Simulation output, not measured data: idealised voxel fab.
Title: Process Module voxel air gaps
Cross-section cut: width 185 nm, square cells of 5 nm.
Notation: cross-section as square-cell grid; stated in bands, top first, going down; one or more cell rows per band.
Top, bottom (nm), then materials left to right with widths (nm); lone material tagged "everywhere" fills the whole band edge to edge; "empty" = empty space.
Basically, 0 is our baseline, since under it the wafer straight out of the box is all one material. The bottom band has no lower end and keeps on going down, so it looks like "0 down".
The expression "30..40" gives the width at the extremes of the band, the first number at its top row of cells and the second at its bottom row, with the width changing by equal amounts from each row to the next in between.
For the purposes of this document, the phrase "left unchanged" attached to a step denotes that no cell within the cross-section was modified by that step.
"Closed void table": empty spaces of 8 cells or more with no open way to the top, each given as width x height at distance, distance from the left edge, all in nm.
Post-settings text on a step line: simulator's own remark regarding the step.
On any step carrying a mask, the "overlay nm" setting, if present on the step's line, tells how far right of its planned place the mask lay; negative values point to the left.

### Steps in the process plan
1 RECEIVE: material Si
2 CONFORMAL_DEP: material SiO2, thk nm 15
3 CONFORMAL_DEP: material SiN, thk nm 5
4 DIRECTIONAL_DEP: material SiO2, thk nm 40
5 PATTERN: tone open, mask id LINES, material resist, width nm 25, pitch nm 50, thk nm 15, overlay nm -15
6 DIRECTIONAL_ETCH: etch materials SiO2, depth nm 40
7 STRIP: etch materials resist
8 CONFORMAL_DEP: material TiN, thk nm 5
9 FILL_DEP: material W, thk nm 10
10 CMP: height nm 60
11 EPI: material Ru, thk nm 10
12 SELECTIVE_ETCH: etch materials SiO2, depth nm 50
13 CONFORMAL_DEP: material SiCN, thk nm 5
The overlay nm used in step 5 is not the same on every wafer, whereas the starting condition is; the value printed in the plan is the first wafer's.

### first wafer as received, after step 1
  0 down | Si everywhere
  Closed void table: none

### For your reference, the table is organized with a row per wafer; each row reflects the wafer at the end of the module, indicating for each material the cells gained (+) or lost (-) since receipt, and thereafter its closed voids
overlay nm -15; +54 Ru; +113 SiCN; +37 SiN; +111 SiO2; +57 TiN; +63 W; Closed void table: 10 x 30 at 0; 15 x 30 at 45; 15 x 30 at 95
overlay nm -10; +54 Ru; +113 SiCN; +37 SiN; +111 SiO2; +57 TiN; +63 W; Closed void table: 15 x 30 at 50; 15 x 30 at 100
overlay nm -5; +54 Ru; +113 SiCN; +37 SiN; +111 SiO2; +57 TiN; +63 W; Closed void table: 15 x 30 at 55; 15 x 30 at 105
overlay nm 0; +54 Ru; +113 SiCN; +37 SiN; +111 SiO2; +57 TiN; +63 W; Closed void table: 15 x 30 at 60; 15 x 30 at 110
overlay nm 5; +54 Ru; +113 SiCN; +37 SiN; +111 SiO2; +57 TiN; +63 W; Closed void table: 15 x 30 at 65; 15 x 30 at 115
overlay nm 10; +54 Ru; +113 SiCN; +37 SiN; +111 SiO2; +57 TiN; +63 W; Closed void table: 15 x 30 at 70; 15 x 30 at 120
overlay nm 15; +54 Ru; +113 SiCN; +37 SiN; +111 SiO2; +57 TiN; +63 W; Closed void table: 15 x 30 at 75; 15 x 30 at 125; 10 x 30 at 175
